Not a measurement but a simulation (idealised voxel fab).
The process module presented herein is designated voxel capacitor over wiring.
Cross-sectional view cut (width: 225 nm; square cell size: 5 nm).
In what follows, cross-sections appear as grids of square cells, described through bands that run from the top down, where every band is one or more rows of cells. Top height, bottom height, nm. Materials left to right, width each, nm. Single material + "full width" = fills band edge to edge. "air" = empty. We count height from 0. Below that, the starting wafer is all one material. The lowest band never ends at the bottom but goes on down; see "0..down" for how that is written. The expression "30->40" gives the width at the extremes of the band, the first number at its top row of cells and the second at its bottom row, with the width changing by equal amounts from each row to the next in between. Basically "remains unaltered" means that step didn't change any cell in the cross-section. Closed-off voids of 8+ cells (no open route to the top) go in "Trapped voids", written width x height at distance from the left edge, in nm. Read whatever lies past the settings on a step's line as the simulator's own remark about the step. "overlay nm" answers the question of how far to the right of plan the mask lay on a step that has a mask, and when it is negative the answer is to the left.
[List of planned process steps]
- 1: RECEIVE [material Si]
- 2: CONFORMAL_DEP [material SiO2] [thk nm 15]
- 3: CONFORMAL_DEP [material SiCN] [thk nm 5]
- 4: DIRECTIONAL_DEP [material SiO2] [thk nm 20]
- 5: MASKED_ETCH [tone open] [mask id METAL_1] [width nm 30] [pitch nm 90] [etch materials SiO2] [depth nm 20] [overlay nm 0]
- 6: MASKED_ETCH [tone open] [mask id METAL_1] [width nm 30] [pitch nm 90] [etch materials SiCN] [depth nm 5] [overlay nm 0]
- 7: CONFORMAL_DEP [material TiN] [thk nm 5]
- 8: FILL_DEP [material Cu] [thk nm 10]
- 9: CMP [height nm 40]
- 10: CONFORMAL_DEP [material SiCN] [thk nm 5]
- 11: DIRECTIONAL_DEP [material lowk] [thk nm 15]
- 12: DIRECTIONAL_DEP [material aC] [thk nm 10]
- 13: PATTERN [tone open] [mask id PLUG_1] [material resist] [width nm 15] [thk nm 30] [overlay nm 0]
- 14: DIRECTIONAL_ETCH [etch materials aC] [depth nm 10]
- 15: STRIP [etch materials resist]
- 16: DIRECTIONAL_ETCH [etch materials lowk] [depth nm 15]
- 17: DIRECTIONAL_ETCH [etch materials SiCN] [depth nm 5]
- 18: STRIP [etch materials aC]
- 19: CONFORMAL_DEP [material TiN] [thk nm 5]
- 20: FILL_DEP [material Ru] [thk nm 5]
- 21: CMP [height nm 60]
- 22: DIRECTIONAL_DEP [material TiN] [thk nm 5]
- 23: DIRECTIONAL_DEP [material SiN] [thk nm 5]
- 24: DIRECTIONAL_DEP [material TiN] [thk nm 5]
- 25: DIRECTIONAL_DEP [material aC] [thk nm 10]
- 26: PATTERN [tone cover] [mask id UPPER_PLATE] [material resist] [width nm 65] [thk nm 25] [overlay nm 0]
- 27: DIRECTIONAL_ETCH [etch materials aC] [depth nm 10]
- 28: STRIP [etch materials resist]
- 29: DIRECTIONAL_ETCH [etch materials TiN] [depth nm 5]
- 30: DIRECTIONAL_ETCH [etch materials SiN] [depth nm 5]
- 31: STRIP [etch materials aC]
- 32: MASKED_ETCH [tone cover] [mask id LOWER_PLATE] [width nm 75] [etch materials TiN] [depth nm 5] [overlay nm 0]
- 33: FILL_DEP [material SiO2] [thk nm 20]
- 34: CMP [height nm 90]
- 35: PATTERN [tone open] [mask id PLUG_2] [material resist] [width nm 15] [thk nm 20] [overlay nm 0]
- 36: DIRECTIONAL_ETCH [etch materials SiO2] [depth nm 15]
- 37: STRIP [etch materials resist]
- 38: CONFORMAL_DEP [material TiN] [thk nm 5]
- 39: FILL_DEP [material Ru] [thk nm 5]
- 40: CMP [height nm 90]
- 41: CONFORMAL_DEP [material SiCN] [thk nm 5]
[Cross-sectional view of the wafer in its as-received condition, corresponding to the state after step 1]
  0..down  Si full width
  Trapped voids: none
[Cross-section: first of two wafers, module finished, run according to plan]
  95..90  SiCN full width
  90..80  SiO2=75  TiN=5  Ru=5  TiN=5  SiO2=135
  80..70  SiO2=75->65  TiN=15->65  SiO2=135->95
  70..65  SiO2=65  SiN=65  SiO2=95
  65..60  SiO2=60  TiN=75  SiO2=90
  60..45  lowk=65  TiN=5  Ru=5  TiN=5  lowk=145
  45..40  SiCN=65  TiN=15  SiCN=145
  40..20  SiO2=50  TiN=5  Cu=20  TiN=5  SiO2=60  TiN=5  Cu=20  TiN=5  SiO2=55
  20..15  SiCN=50  TiN=30  SiCN=60  TiN=30  SiCN=55
  15..0  SiO2 full width
  0..down  Si full width
  Trapped voids: none
[Module end: cross-section of wafer two of two. Same start and process plan as the first wafer. One mistake during execution]
  95..90  SiCN full width
  90..80  SiO2=75  TiN=5  Ru=5  TiN=5  SiO2=135
  80..70  SiO2=75->65  TiN=15->65  SiO2=135->95
  70..65  SiO2=65  SiN=65  SiO2=95
  65..60  SiO2=60  TiN=75  SiO2=90
  60..55  SiCN=65  TiN=15  SiCN=145
  55..45  Cu full width
  45..40  TiN=55  Cu=20  TiN=70  Cu=20  TiN=60
  40..20  SiO2=50  TiN=5  Cu=20  TiN=5  SiO2=60  TiN=5  Cu=20  TiN=5  SiO2=55
  20..15  SiCN=50  TiN=30  SiCN=60  TiN=30  SiCN=55
  15..0  SiO2 full width
  0..down  Si full width
  Trapped voids: none
The plan and the run diverged here: step 9 of the plan was omitted and not executed
Count the cells at the end and the second wafer has more or fewer of some materials than the first: +98 Cu; -3 Ru; +31 TiN; -126 lowk
